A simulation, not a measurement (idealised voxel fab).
Herein follows the process module entitled voxel trench capacitor.
Each square cell in cross-section cut measures 5 nm, and the section as a whole is 240 nm wide.
When this document writes out a cross-section, it uses a grid of square cells and lists it as bands, beginning at the top and moving down, with a band standing for one or more rows of cells.
A band entry consists of two parts. The first gives the height of the band's top and the height of its bottom, in nm. The rest lists the band's materials from left to right, each with its width in nm. A single material labelled with the word "full width" fills the band from edge to edge, and the word "air" marks empty space.
Zero point of the height axis is 0; under it, received wafer = one material. Lowest band: continues down indefinitely, "0 and below".
A two-number width, for instance "30->40", indicates that the width is equal to the first number in the top row of the band and to the second number in the bottom row, and that it changes by a constant amount per row of cells.
For the purposes of this document, the phrase "no change" attached to a step denotes that no cell within the cross-section was modified by that step.
Closed empty spaces (no open way to the top) of 8 cells or more are what "Entrapped void list" lists, each as width x height at distance from the left edge, nm for all three.
after a step's settings: what the simulator itself notes on the step
If you see "overlay nm" on a step's line and that step has a mask, it's telling you how far right of where it was planned the mask ended up; a negative number means it went left instead.

The planned process steps are enumerated hereunder
1,RECEIVE [material Si]
2,CONFORMAL_DEP [material SiN] [thk nm 10]
3,MASKED_ETCH [tone open] [mask id TRENCH] [width nm 25] [pitch nm 40] [etch materials SiN] [depth nm 10] [overlay nm -15]
4,MASKED_ETCH [tone open] [mask id TRENCH] [width nm 25] [pitch nm 40] [etch materials Si] [depth nm 40] [overlay nm 0]
5,CONFORMAL_DEP [material Al2O3] [thk nm 5]
6,FILL_DEP [material polySi] [thk nm 10]
7,CMP [height nm 10]
All wafers enter the flow in the same state. The overlay nm at step 3 differs from wafer to wafer, and the plan gives the value for the first wafer.

First wafer of several, as received: cross-section after step 1
> 0 and below | Si full width
> Entrapped void list: none

First of several wafers, sectioned at end of module (last step: step 7)
> 10 down to 5 | 30 of SiN; 5 of Al2O3; 15 of polySi; 5 of Al2O3; 15 of SiN; 5 of Al2O3; 15 of polySi; 5 of Al2O3; 15 of SiN; 5 of Al2O3; 15 of polySi; 5 of Al2O3; 15 of SiN; 5 of Al2O3; 15 of polySi; 5 of Al2O3; 65 of SiN
> 5 down to 0 | 30 of SiN; 25 of Al2O3; 15 of SiN; 25 of Al2O3; 15 of SiN; 25 of Al2O3; 15 of SiN; 25 of Al2O3; 65 of SiN
> 0 down to -40 | 45 of Si; 10 of Al2O3; 30 of Si; 10 of Al2O3; 30 of Si; 10 of Al2O3; 30 of Si; 10 of Al2O3; 65 of Si
> -40 and below | Si full width
> Entrapped void list: none

Last wafer at the end
> 10 down to 5 | 60 of SiN; 5 of Al2O3; 15 of polySi; 5 of Al2O3; 15 of SiN; 5 of Al2O3; 15 of polySi; 5 of Al2O3; 15 of SiN; 5 of Al2O3; 15 of polySi; 5 of Al2O3; 15 of SiN; 5 of Al2O3; 15 of polySi; 5 of Al2O3; 35 of SiN
> 5 down to 0 | 60 of SiN; 25 of Al2O3; 15 of SiN; 25 of Al2O3; 15 of SiN; 25 of Al2O3; 15 of SiN; 25 of Al2O3; 35 of SiN
> 0 down to -40 | 60 of Si; 10 of Al2O3; 30 of Si; 10 of Al2O3; 30 of Si; 10 of Al2O3; 30 of Si; 10 of Al2O3; 50 of Si
> -40 and below | Si full width
> Entrapped void list: none

Wafer rows; end of module; cells per material since receipt: (+) gained, (-) lost; then closed voids
overlay nm -15, +92 Al2O3, -64 Si, +56 SiN, +12 polySi, Entrapped void list: none
overlay nm -10, +92 Al2O3, -96 Si, +56 SiN, +44 polySi, Entrapped void list: none
overlay nm -5, +92 Al2O3, -128 Si, +56 SiN, +76 polySi, Entrapped void list: none
overlay nm 0, +92 Al2O3, -160 Si, +56 SiN, +108 polySi, Entrapped void list: none
overlay nm 5, +92 Al2O3, -128 Si, +56 SiN, +76 polySi, Entrapped void list: none
overlay nm 10, +92 Al2O3, -96 Si, +56 SiN, +44 polySi, Entrapped void list: none
overlay nm 15, +92 Al2O3, -64 Si, +56 SiN, +12 polySi, Entrapped void list: none
